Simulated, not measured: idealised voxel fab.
Documented hereafter: the process module known as voxel self aligned vias.
Section shown: cut. Width: 285 nm. Cell size: 5 nm, square.
Just so we're on the same page, the cross-sections are grids of square cells, and they're listed out in bands top to bottom, each band one or more rows deep.
Look at the band entry: it leads with the top's height and the bottom's height in nm. Then it lists the materials left to right, with a width in nm for each. The word "edge to edge" on a single material says that material fills the band edge to edge. The word "blank" is empty space.
For the purposes of this specification, 0 denotes the height below which the wafer in its as-received condition is composed wholly of one material, and the lowermost band, lacking a lower limit, extends downward without end, as expressed in "from 0 down".
Top row gets the first number, bottom row gets the second, and each row in between changes by the same step: that is how a band width like "30 to 40" works.
When a step is marked "no change", none of the cells in the cross-section changed during that step.
Basically, "Sealed void list" tells you about the enclosed voids: empty spaces with no open way to the top, 8 cells or bigger, each written width x height at distance, where distance is from the left edge, all in nm.
Heads up: the bit after the settings on a step's line is the simulator's remark on that step.
For masked steps, "overlay nm" on the step line gives how far right of plan the mask actually lay; a minus sign means it lay to the left.

## plan
1) RECEIVE | material Si
2) CONFORMAL_DEP | material SiO2 | thk nm 15
3) CONFORMAL_DEP | material SiCN | thk nm 5
4) DIRECTIONAL_DEP | material SiO2 | thk nm 20
5) PATTERN | tone open | mask id LINES | material resist | width nm 20 | pitch nm 45 | thk nm 15 | overlay nm 0
6) DIRECTIONAL_ETCH | etch materials SiO2 | depth nm 20
7) STRIP | etch materials resist
8) CONFORMAL_DEP | material TiN | thk nm 5
9) FILL_DEP | material W | thk nm 5
10) CMP | height nm 40
11) SELECTIVE_ETCH | etch materials W Ru TiN | depth nm 5
12) FILL_DEP | material SiN | thk nm 10
13) CMP | height nm 40
14) DIRECTIONAL_DEP | material SiO2 | thk nm 15
15) DIRECTIONAL_DEP | material aC | thk nm 15
16) PATTERN | tone open | mask id VIAS | material resist | width nm 30 | thk nm 30 | overlay nm 0
17) DIRECTIONAL_ETCH | etch materials aC | depth nm 15
18) STRIP | etch materials resist
19) DIRECTIONAL_ETCH | etch materials SiO2 | depth nm 15
20) DIRECTIONAL_ETCH | etch materials SiN | depth nm 5
21) STRIP | etch materials aC
22) CONFORMAL_DEP | material TiN | thk nm 5
23) FILL_DEP | material W | thk nm 5
24) CMP | height nm 55
25) CONFORMAL_DEP | material SiN | thk nm 5

## Cross-section of the wafer as it came to us, i.e., already through step 1
	from 0 down  Si edge to edge
	Sealed void list: none

## Looking at the first of two wafers in cross-section at end of module - ran to plan
	from 60 to 55  SiN edge to edge
	from 55 to 45  105 SiO2 / 5 TiN / 20 W / 5 TiN / 150 SiO2
	from 45 to 40  105 SiO2 / 10 TiN / 10 W / 10 TiN / 150 SiO2
	from 40 to 35  110 SiO2 / 20 TiN / 25 SiO2 / 20 SiN / 110 SiO2
	from 35 to 25  110 SiO2 / 5 TiN / 10 W / 5 TiN / 25 SiO2 / 5 TiN / 10 W / 5 TiN / 110 SiO2
	from 25 to 20  110 SiO2 / 20 TiN / 25 SiO2 / 20 TiN / 110 SiO2
	from 20 to 15  SiCN edge to edge
	from 15 to 0  SiO2 edge to edge
	from 0 down  Si edge to edge
	Sealed void list: none

## Cross-section, second wafer: same start as the first, same plan as the first, one mistake in running it; taken at the end of the module
	from 60 to 55  SiN edge to edge
	from 55 to 45  105 SiO2 / 5 TiN / 20 W / 5 TiN / 150 SiO2
	from 45 to 40  105 SiO2 / 30 TiN / 150 SiO2
	from 40 to 35  SiCN edge to edge
	from 35 to 0  SiO2 edge to edge
	from 0 down  Si edge to edge
	Sealed void list: none
Diagnosis: steps 3 and 4: order swapped relative to plan
The closing comparison, in cells, has the second wafer with more or fewer of some materials than the first: SiN -4 | SiO2 +32 | TiN -18 | W -10
